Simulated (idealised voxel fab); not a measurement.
Proc. module: voxel air gaps
FYI the section here is cut, 165 nm wide, cells are 5 nm squares.
How to read a cross-section here: the picture is a grid of square cells, written as bands going from the top down, and any band can span one or more rows of cells.
A band entry consists of two parts. The first gives the height of the band's top and the height of its bottom, in nm. The rest lists the band's materials from left to right, each with its width in nm. A single material labelled with the word "everywhere" fills the band from edge to edge, and the word "air" marks empty space.
Where do heights start? At 0: under that level the wafer as delivered is made of one material only. And the lowest band has no floor; it just carries on downward, as in "0 nm and below".
Read "30..40" as a graded width: first number on top, second number at the bottom, same change between each pair of neighbouring rows.
Take "changes: none" at face value: in the step it is given for, the cross-section changed in none of its cells.
"Enclosed voids": sealed empty spaces, 8 cells or more, no open way to top, listed width x height at distance, with distance from the left edge and width, height and distance in nm.
That trailing text on a step's line, after the settings, is the simulator's own remark on the step.
The line of a step may include "overlay nm". On a step with a mask, this value is how far to the right of its planned place the mask lay. A negative value means the mask lay to the left.
SET OUT BELOW ARE THE PLANNED STEPS OF THE PROCESS
| 1 | RECEIVE (material Si) |
| 2 | CONFORMAL_DEP (material SiO2; thk nm 15) |
| 3 | CONFORMAL_DEP (material SiCN; thk nm 5) |
| 4 | DIRECTIONAL_DEP (material SiO2; thk nm 30) |
| 5 | DIRECTIONAL_DEP (material aC; thk nm 10) |
| 6 | PATTERN (tone open; mask id LINES; material resist; width nm 15; pitch nm 40; thk nm 25; overlay nm 0) |
| 7 | DIRECTIONAL_ETCH (etch materials aC; depth nm 10) |
| 8 | STRIP (etch materials resist) |
| 9 | DIRECTIONAL_ETCH (etch materials SiO2; depth nm 30) |
| 10 | STRIP (etch materials aC) |
| 11 | CONFORMAL_DEP (material TiN; thk nm 5) |
| 12 | FILL_DEP (material W; thk nm 10) |
| 13 | CMP (height nm 50) |
| 14 | EPI (material Ru; thk nm 10) |
| 15 | SELECTIVE_ETCH (etch materials SiO2; depth nm 40) |
| 16 | CONFORMAL_DEP (material SiCN; thk nm 5) |
THE FIRST OF TWO WAFERS, RUN AS PLANNED
THE CROSS-SECTION HERE SHOWS THE WAFER AS RECEIVED, I.E. IN ITS STATE AFTER STEP 1
0 nm and below  Si everywhere
Enclosed voids: none
CROSS-SECTION: WAFER STATE AFTER STEP 2
15 nm to 0 nm  SiO2 everywhere
Whatever lies below 0 is exactly as it was before.
CROSS-SECTION: WAFER STATE AFTER STEP 3
20 nm to 15 nm  SiCN everywhere
Whatever lies below 15 is exactly as it was before.
CROSS-SECTION: WAFER STATE AFTER STEP 4
50 nm to 20 nm  SiO2 everywhere
Whatever lies below 20 is exactly as it was before.
CROSS-SECTION: WAFER STATE AFTER STEP 5
60 nm to 50 nm  aC everywhere
Whatever lies below 50 is exactly as it was before.
CROSS-SECTION: WAFER STATE AFTER STEP 6
85 nm to 60 nm  35 nm resist  15 nm air  25 nm resist  15 nm air  25 nm resist  15 nm air  35 nm resist
Whatever lies below 60 is exactly as it was before.
CROSS-SECTION: WAFER STATE AFTER STEP 7
75 nm to 60 nm  35 nm resist  15 nm air  25 nm resist  15 nm air  25 nm resist  15 nm air  35 nm resist
60 nm to 50 nm  35 nm aC  15 nm air  25 nm aC  15 nm air  25 nm aC  15 nm air  35 nm aC
Whatever lies below 50 is exactly as it was before.
CROSS-SECTION: WAFER STATE AFTER STEP 8
60 nm to 50 nm  35 nm aC  15 nm air  25 nm aC  15 nm air  25 nm aC  15 nm air  35 nm aC
Whatever lies below 50 is exactly as it was before.
CROSS-SECTION: WAFER STATE AFTER STEP 9
60 nm to 50 nm  35 nm aC  15 nm air  25 nm aC  15 nm air  25 nm aC  15 nm air  35 nm aC
50 nm to 20 nm  35 nm SiO2  15 nm air  25 nm SiO2  15 nm air  25 nm SiO2  15 nm air  35 nm SiO2
Whatever lies below 20 is exactly as it was before.
CROSS-SECTION: WAFER STATE AFTER STEP 10
50 nm to 20 nm  35 nm SiO2  15 nm air  25 nm SiO2  15 nm air  25 nm SiO2  15 nm air  35 nm SiO2
Whatever lies below 20 is exactly as it was before.
CROSS-SECTION: WAFER STATE AFTER STEP 11
55 nm to 50 nm  40 nm TiN  5 nm air  35 nm TiN  5 nm air  35 nm TiN  5 nm air  40 nm TiN
50 nm to 25 nm  35 nm SiO2  5 nm TiN  5 nm air  5 nm TiN  25 nm SiO2  5 nm TiN  5 nm air  5 nm TiN  25 nm SiO2  5 nm TiN  5 nm air  5 nm TiN  35 nm SiO2
25 nm to 20 nm  35 nm SiO2  15 nm TiN  25 nm SiO2  15 nm TiN  25 nm SiO2  15 nm TiN  35 nm SiO2
Whatever lies below 20 is exactly as it was before.
CROSS-SECTION: WAFER STATE AFTER STEP 12
65 nm to 55 nm  W everywhere
55 nm to 50 nm  40 nm TiN  5 nm W  35 nm TiN  5 nm W  35 nm TiN  5 nm W  40 nm TiN
50 nm to 25 nm  35 nm SiO2  5 nm TiN  5 nm W  5 nm TiN  25 nm SiO2  5 nm TiN  5 nm W  5 nm TiN  25 nm SiO2  5 nm TiN  5 nm W  5 nm TiN  35 nm SiO2
Whatever lies below 25 is exactly as it was before.
CROSS-SECTION: WAFER STATE AFTER STEP 13
50 nm to 25 nm  35 nm SiO2  5 nm TiN  5 nm W  5 nm TiN  25 nm SiO2  5 nm TiN  5 nm W  5 nm TiN  25 nm SiO2  5 nm TiN  5 nm W  5 nm TiN  35 nm SiO2
Whatever lies below 25 is exactly as it was before.
CROSS-SECTION: WAFER STATE AFTER STEP 14
60 nm to 50 nm  25 nm air  35 nm Ru  5 nm air  35 nm Ru  5 nm air  35 nm Ru  25 nm air
Whatever lies below 50 is exactly as it was before.
CROSS-SECTION: WAFER STATE AFTER STEP 15
60 nm to 50 nm  25 nm air  35 nm Ru  5 nm air  35 nm Ru  5 nm air  35 nm Ru  25 nm air
50 nm to 25 nm  35 nm air  5 nm TiN  5 nm W  5 nm TiN  25 nm air  5 nm TiN  5 nm W  5 nm TiN  25 nm air  5 nm TiN  5 nm W  5 nm TiN  35 nm air
25 nm to 20 nm  35 nm air  15 nm TiN  25 nm air  15 nm TiN  25 nm air  15 nm TiN  35 nm air
Whatever lies below 20 is exactly as it was before.
CROSS-SECTION: WAFER STATE AFTER STEP 16
65 nm to 60 nm  20 nm air  125 nm SiCN  20 nm air
60 nm to 50 nm  20 nm air  5 nm SiCN  35 nm Ru  5 nm SiCN  35 nm Ru  5 nm SiCN  35 nm Ru  5 nm SiCN  20 nm air
50 nm to 45 nm  20 nm air  15 nm SiCN  5 nm TiN  5 nm W  5 nm TiN  25 nm SiCN  5 nm TiN  5 nm W  5 nm TiN  25 nm SiCN  5 nm TiN  5 nm W  5 nm TiN  15 nm SiCN  20 nm air
45 nm to 25 nm  30 nm air  5 nm SiCN  5 nm TiN  5 nm W  5 nm TiN  5 nm SiCN  15 nm air  5 nm SiCN  5 nm TiN  5 nm W  5 nm TiN  5 nm SiCN  15 nm air  5 nm SiCN  5 nm TiN  5 nm W  5 nm TiN  5 nm SiCN  30 nm air
25 nm to 20 nm  35 nm SiCN  15 nm TiN  25 nm SiCN  15 nm TiN  25 nm SiCN  15 nm TiN  35 nm SiCN
Whatever lies below 20 is exactly as it was before.
Enclosed voids: 15 x 20 at 55; 15 x 20 at 95
WAFER TWO. SAME START, SAME PLAN, ONE SLIP IN EXECUTION. SAME AS WAFER ONE THROUGH STEP 1, INCLUSIVE
What the second wafer looks like in cross-section when step 2 should have wrapped up: changes: none
WHAT THE SECOND WAFER LOOKS LIKE IN CROSS-SECTION WHEN STEP 3 SHOULD HAVE WRAPPED UP
5 nm to 0 nm  SiCN everywhere
Whatever lies below 0 is exactly as it was before.
WHAT THE SECOND WAFER LOOKS LIKE IN CROSS-SECTION WHEN STEP 4 SHOULD HAVE WRAPPED UP
35 nm to 5 nm  SiO2 everywhere
Whatever lies below 5 is exactly as it was before.
WHAT THE SECOND WAFER LOOKS LIKE IN CROSS-SECTION WHEN STEP 5 SHOULD HAVE WRAPPED UP
45 nm to 35 nm  aC everywhere
Whatever lies below 35 is exactly as it was before.
WHAT THE SECOND WAFER LOOKS LIKE IN CROSS-SECTION WHEN STEP 6 SHOULD HAVE WRAPPED UP
70 nm to 45 nm  35 nm resist  15 nm air  25 nm resist  15 nm air  25 nm resist  15 nm air  35 nm resist
Whatever lies below 45 is exactly as it was before.
WHAT THE SECOND WAFER LOOKS LIKE IN CROSS-SECTION WHEN STEP 7 SHOULD HAVE WRAPPED UP
60 nm to 45 nm  35 nm resist  15 nm air  25 nm resist  15 nm air  25 nm resist  15 nm air  35 nm resist
45 nm to 35 nm  35 nm aC  15 nm air  25 nm aC  15 nm air  25 nm aC  15 nm air  35 nm aC
Whatever lies below 35 is exactly as it was before.
WHAT THE SECOND WAFER LOOKS LIKE IN CROSS-SECTION WHEN STEP 8 SHOULD HAVE WRAPPED UP
45 nm to 35 nm  35 nm aC  15 nm air  25 nm aC  15 nm air  25 nm aC  15 nm air  35 nm aC
Whatever lies below 35 is exactly as it was before.
WHAT THE SECOND WAFER LOOKS LIKE IN CROSS-SECTION WHEN STEP 9 SHOULD HAVE WRAPPED UP
45 nm to 35 nm  35 nm aC  15 nm air  25 nm aC  15 nm air  25 nm aC  15 nm air  35 nm aC
35 nm to 5 nm  35 nm SiO2  15 nm air  25 nm SiO2  15 nm air  25 nm SiO2  15 nm air  35 nm SiO2
Whatever lies below 5 is exactly as it was before.
WHAT THE SECOND WAFER LOOKS LIKE IN CROSS-SECTION WHEN STEP 10 SHOULD HAVE WRAPPED UP
35 nm to 5 nm  35 nm SiO2  15 nm air  25 nm SiO2  15 nm air  25 nm SiO2  15 nm air  35 nm SiO2
Whatever lies below 5 is exactly as it was before.
WHAT THE SECOND WAFER LOOKS LIKE IN CROSS-SECTION WHEN STEP 11 SHOULD HAVE WRAPPED UP
40 nm to 35 nm  40 nm TiN  5 nm air  35 nm TiN  5 nm air  35 nm TiN  5 nm air  40 nm TiN
35 nm to 10 nm  35 nm SiO2  5 nm TiN  5 nm air  5 nm TiN  25 nm SiO2  5 nm TiN  5 nm air  5 nm TiN  25 nm SiO2  5 nm TiN  5 nm air  5 nm TiN  35 nm SiO2
10 nm to 5 nm  35 nm SiO2  15 nm TiN  25 nm SiO2  15 nm TiN  25 nm SiO2  15 nm TiN  35 nm SiO2
Whatever lies below 5 is exactly as it was before.
WHAT THE SECOND WAFER LOOKS LIKE IN CROSS-SECTION WHEN STEP 12 SHOULD HAVE WRAPPED UP
50 nm to 40 nm  W everywhere
40 nm to 35 nm  40 nm TiN  5 nm W  35 nm TiN  5 nm W  35 nm TiN  5 nm W  40 nm TiN
35 nm to 10 nm  35 nm SiO2  5 nm TiN  5 nm W  5 nm TiN  25 nm SiO2  5 nm TiN  5 nm W  5 nm TiN  25 nm SiO2  5 nm TiN  5 nm W  5 nm TiN  35 nm SiO2
Whatever lies below 10 is exactly as it was before.
What the second wafer looks like in cross-section when step 13 should have wrapped up: changes: none
WHAT THE SECOND WAFER LOOKS LIKE IN CROSS-SECTION WHEN STEP 14 SHOULD HAVE WRAPPED UP
60 nm to 50 nm  Ru everywhere
Whatever lies below 50 is exactly as it was before.
What the second wafer looks like in cross-section when step 15 should have wrapped up: changes: none
WHAT THE SECOND WAFER LOOKS LIKE IN CROSS-SECTION WHEN STEP 16 SHOULD HAVE WRAPPED UP
65 nm to 60 nm  SiCN everywhere
Whatever lies below 60 is exactly as it was before.
Misprocessing identified: the plan's step 2 went unexecuted, having been skipped
Wafer comparison, final, in cells, second relative to first, materials more or fewer: Ru +24; SiCN -64; SiO2 +45; TiN +30; W +69
Final closed voids: first wafer 2, second wafer 0.
